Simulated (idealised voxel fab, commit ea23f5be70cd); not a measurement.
Process module heading - voxel transistor to metal
Displayed cross-section: cut, width of 160 nm, square cells sized 5 nm.
We lay out every cross-section as a grid of square cells and spell it out in bands from the top down, where one band means one or more rows of cells.
Top height, bottom height, nm. Materials left to right, width each, nm. Single material + "throughout" = fills band edge to edge. "empty" = empty.
Basically, 0 is our baseline, since under it the wafer straight out of the box is all one material. The bottom band has no lower end and keeps on going down, so it looks like "0 and below".
You'd read "30->40" like this: the band's top row of cells is as wide as the first number, its bottom row is as wide as the second, and going down, every row changes width by the same amount as the row before did.
"remained the same", as given for a step, is the statement that not any cell of the cross-section underwent a change during that step.
In "Sealed internal voids" the enclosed voids are listed, meaning empty spaces of 8 cells or larger without any opening to the top. The form is width x height at distance, distance from the left edge, units nm.
Step line, after settings: the simulator's comment on this step.
The setting "overlay nm" may be written on the line of a step. When the step uses a mask, the value reports how far to the right of the planned place the mask lay, and a negative value reports that it lay to the left.

Planned step list for the process:
- 1: RECEIVE,material Si
- 2: CONFORMAL_DEP,material SiO2,thk nm 5
- 3: CONFORMAL_DEP,material SiN,thk nm 15
- 4: DIRECTIONAL_DEP,material aC,thk nm 10
- 5: PATTERN,tone cover,mask id ACTIVE,material resist,width nm 90,thk nm 30,overlay nm 0
- 6: DIRECTIONAL_ETCH,etch materials aC,depth nm 10
- 7: STRIP,etch materials resist
- 8: DIRECTIONAL_ETCH,etch materials SiN,depth nm 15
- 9: DIRECTIONAL_ETCH,etch materials SiO2,depth nm 5
- 10: DIRECTIONAL_ETCH,etch materials Si,depth nm 35
- 11: STRIP,etch materials aC
- 12: FILL_DEP,material SiO2,thk nm 5
- 13: CMP,height nm 20
- 14: SELECTIVE_ETCH,etch materials SiO2,depth nm 10
- 15: STRIP,etch materials SiN
- 16: SELECTIVE_ETCH,etch materials SiO2,depth nm 5
- 17: OXIDIZE,depth nm 5
- 18: DIRECTIONAL_DEP,material polySi,thk nm 20
- 19: DIRECTIONAL_DEP,material SiCN,thk nm 10
- 20: PATTERN,tone cover,mask id GATE,material resist,width nm 20,thk nm 20,overlay nm 0
- 21: DIRECTIONAL_ETCH,etch materials SiCN,depth nm 20
- 22: DIRECTIONAL_ETCH,etch materials polySi,depth nm 30
- 23: STRIP,etch materials resist
- 24: CONFORMAL_DEP,material SiN,thk nm 5
- 25: DIRECTIONAL_ETCH,etch materials SiN,depth nm 5
- 26: DIRECTIONAL_ETCH,etch materials SiO2,depth nm 5
- 27: DIRECTIONAL_ETCH,etch materials Si,depth nm 10
- 28: EPI,material SiGe,thk nm 10
- 29: FILL_DEP,material SiO2,thk nm 10
- 30: CMP,height nm 30
- 31: DIRECTIONAL_DEP,material SiO2,thk nm 15
- 32: MASKED_ETCH,tone open,mask id CONTACT,width nm 15,pitch nm 65,etch materials SiO2,depth nm 50,overlay nm 0
- 33: CONFORMAL_DEP,material TiN,thk nm 5
- 34: FILL_DEP,material W,thk nm 5
- 35: CMP,height nm 45
- 36: DIRECTIONAL_DEP,material TiN,thk nm 5
- 37: DIRECTIONAL_DEP,material Ru,thk nm 15
- 38: MASKED_ETCH,tone cover,mask id METAL_1,width nm 15,pitch nm 65,etch materials Ru,depth nm 15,overlay nm 0
- 39: MASKED_ETCH,tone cover,mask id METAL_1,width nm 15,pitch nm 65,etch materials TiN,depth nm 5,overlay nm 0
- 40: FILL_DEP,material lowk,thk nm 5
- 41: CMP,height nm 65
- 42: CONFORMAL_DEP,material SiCN,thk nm 5
- 43: DIRECTIONAL_DEP,material lowk,thk nm 25
- 44: MASKED_ETCH,tone open,mask id METAL_2,width nm 15,pitch nm 65,etch materials lowk,depth nm 15,overlay nm 0
- 45: PATTERN,tone open,mask id METAL_2_HOLES,material resist,width nm 15,pitch nm 65,thk nm 20,overlay nm 0
- 46: DIRECTIONAL_ETCH,etch materials lowk,depth nm 10
- 47: DIRECTIONAL_ETCH,etch materials SiCN,depth nm 5
- 48: STRIP,etch materials resist
- 49: CONFORMAL_DEP,material TiN,thk nm 5
- 50: FILL_DEP,material Cu,thk nm 10
- 51: CMP,height nm 95
- 52: CONFORMAL_DEP,material SiCN,thk nm 5

Delivered wafer in cross-section: state after step 1:
> 0 and below: Si throughout
> Sealed internal voids: none

Post-module cross-section of the first of two wafers (run per plan):
> 100 down to 95: SiCN throughout
> 95 down to 70: lowk (40); TiN (5); Cu (5); TiN (5); lowk (50); TiN (5); Cu (5); TiN (5); lowk (40)
> 70 down to 65: SiCN (40); TiN (15); SiCN (50); TiN (15); SiCN (40)
> 65 down to 50: lowk (40); Ru (15); lowk (50); Ru (15); lowk (40)
> 50 down to 45: lowk (40); TiN (15); lowk (50); TiN (15); lowk (40)
> 45 down to 30: SiO2 (40); TiN (5); W (5); TiN (5); SiO2 (50); TiN (5); W (5); TiN (5); SiO2 (40)
> 30 down to 20: SiO2 (40); TiN (5); W (5); TiN (5); SiO2 (10); SiN (5); SiCN (20); SiN (5); SiO2 (10); TiN (5); W (5); TiN (5); SiO2 (40)
> 20 down to 5: SiO2 (40); TiN (5); W (5); TiN (5); SiO2 (10); SiN (5); polySi (20); SiN (5); SiO2 (10); TiN (5); W (5); TiN (5); SiO2 (40)
> 5 down to 0: SiO2 (30); SiN (5); SiO2 (5); TiN (5); W (5); TiN (5); SiGe (10); SiN (5); polySi (20); SiN (5); SiGe (10); TiN (5); W (5); TiN (5); SiO2 (5); SiN (5); SiO2 (30)
> 0 down to -5: SiO2 (40); TiN (15); SiGe (10); SiO2 (30); SiGe (10); TiN (15); SiO2 (40)
> -5 down to -15: SiO2 (35); SiGe (30); Si (30); SiGe (30); SiO2 (35)
> -15 down to -35: SiO2 (35); Si (90); SiO2 (35)
> -35 and below: Si throughout
> Sealed internal voids: none

Second wafer cross-section at end of module - shared start and plan with the first, one mistake in the run:
> 100 down to 95: SiCN throughout
> 95 down to 70: lowk (40); TiN (5); Cu (5); TiN (5); lowk (50); TiN (5); Cu (5); TiN (5); lowk (40)
> 70 down to 65: SiCN (40); TiN (15); SiCN (50); TiN (15); SiCN (40)
> 65 down to 50: lowk (40); Ru (15); lowk (50); Ru (15); lowk (40)
> 50 down to 45: lowk (40); TiN (15); lowk (50); TiN (15); lowk (40)
> 45 down to 30: SiO2 (40); TiN (5); W (5); TiN (5); SiO2 (50); TiN (5); W (5); TiN (5); SiO2 (40)
> 30 down to 20: SiO2 (40); TiN (5); W (5); TiN (5); SiO2 (10); SiN (5); SiCN (20); SiN (5); SiO2 (10); TiN (5); W (5); TiN (5); SiO2 (40)
> 20 down to 5: SiO2 (40); TiN (5); W (5); TiN (5); SiO2 (10); SiN (5); polySi (20); SiN (5); SiO2 (10); TiN (5); W (5); TiN (5); SiO2 (40)
> 5 down to 0: SiO2 (35); SiN (5); TiN (5); W (5); TiN (5); SiGe (10); SiN (5); polySi (20); SiN (5); SiGe (10); TiN (5); W (5); TiN (5); SiO2 (5); SiN (5); SiO2 (30)
> 0 down to -5: SiO2 (40); TiN (15); SiGe (10); SiO2 (30); SiGe (10); TiN (15); SiO2 (40)
> -5 down to -15: SiO2 (40); SiGe (25); Si (30); SiGe (30); SiO2 (35)
> -15 down to -35: SiO2 (40); Si (85); SiO2 (35)
> -35 and below: Si throughout
> Sealed internal voids: none
Heads up, the wafer didn't run the way we planned it: so step 5 ended up running with a different setting than we planned, it ran as PATTERN,tone cover,mask id ACTIVE,material resist,width nm 85,thk nm 30,overlay nm 0
Final wafer comparison in cells, second versus first, more or fewer per material: -4 Si, -2 SiGe, +6 SiO2
